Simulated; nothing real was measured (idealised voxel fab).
You're looking at the process module voxel ribs on slabs.
Xsec cut, 285 nm wide, square cell size 5 nm.
Cross-section spec: square-cell grid; bands listed top down; each band is one or more rows. A band entry consists of two parts. The first gives the height of the band's top and the height of its bottom, in nm. The rest lists the band's materials from left to right, each with its width in nm. A single material labelled with the word "edge to edge" fills the band from edge to edge, and the word "air" marks empty space. Height 0 is the level under which the wafer as received is all one material. The lowest band goes on downwards, as in "0 -> down". The two numbers in a width such as "30 to 40" mark its ends across the band: the first belongs to the top row of cells, the second to the bottom row, and from each row to the next the width moves by the same amount. Any step labelled "no change occurred" changed none of the cells in the cross-section. For the entry "Sealed void listing", the listed items are empty spaces with no open way to the top whose size is 8 cells or more; each item follows the pattern width x height at distance, where distance is from the left edge and all three are in nm. If you see something after the settings on a step's line, that's the simulator's own remark about that step. When a step includes a mask, the "overlay nm" setting on its line states how far to the right of its planned place that mask lay, and negative values state how far to the left.
**Process steps foreseen in the plan**
1: RECEIVE (material Si)
2: DIRECTIONAL_DEP (material SiO2; thk nm 25)
3: DIRECTIONAL_DEP (material polySi; thk nm 25)
4: PATTERN (tone cover; mask id RIB; material resist; width nm 30; thk nm 20; overlay nm 0)
5: DIRECTIONAL_ETCH (etch materials polySi; depth nm 5)
6: STRIP (etch materials resist)
7: PATTERN (tone cover; mask id SLAB; material resist; width nm 90; thk nm 15; overlay nm 0)
8: DIRECTIONAL_ETCH (etch materials polySi; depth nm 20)
9: STRIP (etch materials resist)
10: FILL_DEP (material SiO2; thk nm 20)
11: CMP (height nm 65)
12: DIRECTIONAL_DEP (material W; thk nm 10)
13: MASKED_ETCH (tone cover; mask id HEATER; width nm 40; etch materials W; depth nm 10; overlay nm 0)
14: CONFORMAL_DEP (material SiO2; thk nm 10)
**Below: the first of two wafers, run as planned**
**Step 1 complete: cross-section of the wafer as received**
> 0 -> down | Si edge to edge
> Sealed void listing: none
**Wafer after step 2 (cross-section)**
> 25 -> 0 | SiO2 edge to edge
> Lower than 0, everything is as it was.
**Wafer after step 3 (cross-section)**
> 50 -> 25 | polySi edge to edge
> Lower than 25, everything is as it was.
**Wafer after step 4 (cross-section)**
> 70 -> 50 | 125 nm air | 30 nm resist | 130 nm air
> Lower than 50, everything is as it was.
**Wafer after step 5 (cross-section)**
> 70 -> 50 | 125 nm air | 30 nm resist | 130 nm air
> 50 -> 45 | 125 nm air | 30 nm polySi | 130 nm air
> Lower than 45, everything is as it was.
**Wafer after step 6 (cross-section)**
> 50 -> 45 | 125 nm air | 30 nm polySi | 130 nm air
> Lower than 45, everything is as it was.
**Wafer after step 7 (cross-section)**
> 65 -> 50 | 95 nm air | 90 nm resist | 100 nm air
> 50 -> 45 | 95 nm air | 30 nm resist | 30 nm polySi | 30 nm resist | 100 nm air
> Lower than 45, everything is as it was.
**Wafer after step 8 (cross-section)**
> 65 -> 50 | 95 nm air | 90 nm resist | 100 nm air
> 50 -> 45 | 95 nm air | 30 nm resist | 30 nm polySi | 30 nm resist | 100 nm air
> 45 -> 25 | 95 nm air | 90 nm polySi | 100 nm air
> Lower than 25, everything is as it was.
**Wafer after step 9 (cross-section)**
> 50 -> 45 | 125 nm air | 30 nm polySi | 130 nm air
> Lower than 45, everything is as it was.
**Wafer after step 10 (cross-section)**
> 70 -> 50 | SiO2 edge to edge
> 50 -> 45 | 125 nm SiO2 | 30 nm polySi | 130 nm SiO2
> 45 -> 25 | 95 nm SiO2 | 90 nm polySi | 100 nm SiO2
> Lower than 25, everything is as it was.
**Wafer after step 11 (cross-section)**
> 65 -> 50 | SiO2 edge to edge
> Lower than 50, everything is as it was.
**Wafer after step 12 (cross-section)**
> 75 -> 65 | W edge to edge
> Lower than 65, everything is as it was.
**Wafer after step 13 (cross-section)**
> 75 -> 65 | 120 nm air | 40 nm W | 125 nm air
> Lower than 65, everything is as it was.
**Wafer after step 14 (cross-section)**
> 85 -> 75 | 110 nm air | 60 nm SiO2 | 115 nm air
> 75 -> 65 | 120 nm SiO2 | 40 nm W | 125 nm SiO2
> Lower than 65, everything is as it was.
**Second wafer, same starting conditions and recipe as the first, one mistake in executing it, nothing differs from the first up to and including step 12**
**Cross-section of the second wafer when, according to plan, step 13 should have finished**
> 75 -> 65 | 115 nm air | 40 nm W | 130 nm air
> Lower than 65, everything is as it was.
**Cross-section of the second wafer when, according to plan, step 14 should have finished**
> 85 -> 75 | 105 nm air | 60 nm SiO2 | 120 nm air
> 75 -> 65 | 115 nm SiO2 | 40 nm W | 130 nm SiO2
> Lower than 65, everything is as it was.
Against the plan, the run slipped here: it should be noted that step 13 was executed with settings other than those planned, the operation and settings actually applied being MASKED_ETCH (tone cover; mask id HEATER; width nm 40; etch materials W; depth nm 10; overlay nm -5)
So at the finish, the second wafer's got exactly as many cells of each material as the first, just not in the same spots.
